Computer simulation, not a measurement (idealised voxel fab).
process module | voxel double patterning
Xsec cut, 240 nm wide, square cell size 5 nm.
Reading order for cross-sections: top band down to bottom band. Underlying form: a grid of square cells. Band size: one or more rows of cells.
Top height, bottom height, nm. Materials left to right, width each, nm. Single material + "everywhere" = fills band edge to edge. "empty" = empty.
The level at which height equals 0 is the one under which the wafer, as it arrives, is entirely one material. No lower edge exists for the bottom band, which continues downward and is notated as in "0 and below".
The two numbers in a width such as "30->40" mark its ends across the band: the first belongs to the top row of cells, the second to the bottom row, and from each row to the next the width moves by the same amount.
Step note "nothing changed" = no cross-section cell changed.
You'll see "Fully sealed cavities" listing empty spaces that have no way open to the top, as long as they're 8 cells or more; the notation is width x height at distance, where the distance is from the left edge, and all of it is in nm.
Heads up: the bit after the settings on a step's line is the simulator's remark on that step.
When a step includes a mask, the "overlay nm" setting on its line states how far to the right of its planned place that mask lay, and negative values state how far to the left.

These are the steps we planned for the process:
1 RECEIVE, material Si
2 CONFORMAL_DEP, material SiO2, thk nm 10
3 DIRECTIONAL_DEP, material W, thk nm 15
4 DIRECTIONAL_DEP, material SiCN, thk nm 5
5 PATTERN, tone open, mask id FIRST, material resist, width nm 15, pitch nm 50, thk nm 15, overlay nm 0
6 DIRECTIONAL_ETCH, etch materials SiCN, depth nm 5
7 STRIP, etch materials resist
8 MASKED_ETCH, tone open, mask id SECOND, width nm 15, pitch nm 50, etch materials SiCN, depth nm 5, overlay nm 0
9 DIRECTIONAL_ETCH, etch materials W, depth nm 15
10 STRIP, etch materials SiCN
Don't read the plan's width nm for step 8 as applying to every wafer: that's the first wafer's value, and the wafers differ in it, though they all start identical.

The first of several wafers in cross-section, exactly as it reached us after step 1:
* 0 and below = Si everywhere
* Fully sealed cavities: none

Once step 10, the last step, is complete, the module is at its end; this is the cross-section of the first of several wafers:
* 25 down to 10 = W=60, then empty=15, then W=10, then empty=15, then W=10, then empty=15, then W=10, then empty=15, then W=10, then empty=15, then W=65
* 10 down to 0 = SiO2 everywhere
* 0 and below = Si everywhere
* Fully sealed cavities: none

Cross-sectional view of the final wafer of several at the module's end:
* 25 down to 10 = W=60, then empty=15, then W=5, then empty=45, then W=5, then empty=45, then W=65
* 10 down to 0 = SiO2 everywhere
* 0 and below = Si everywhere
* Fully sealed cavities: none

Per-wafer rows below. For each material: cells gained (+) or lost (-) since the wafer was received, as of end of module. Then: closed voids:
width nm 15, +96 SiO2, +99 W, Fully sealed cavities: none
width nm 20, +96 SiO2, +93 W, Fully sealed cavities: none
width nm 25, +96 SiO2, +87 W, Fully sealed cavities: none
width nm 30, +96 SiO2, +81 W, Fully sealed cavities: none
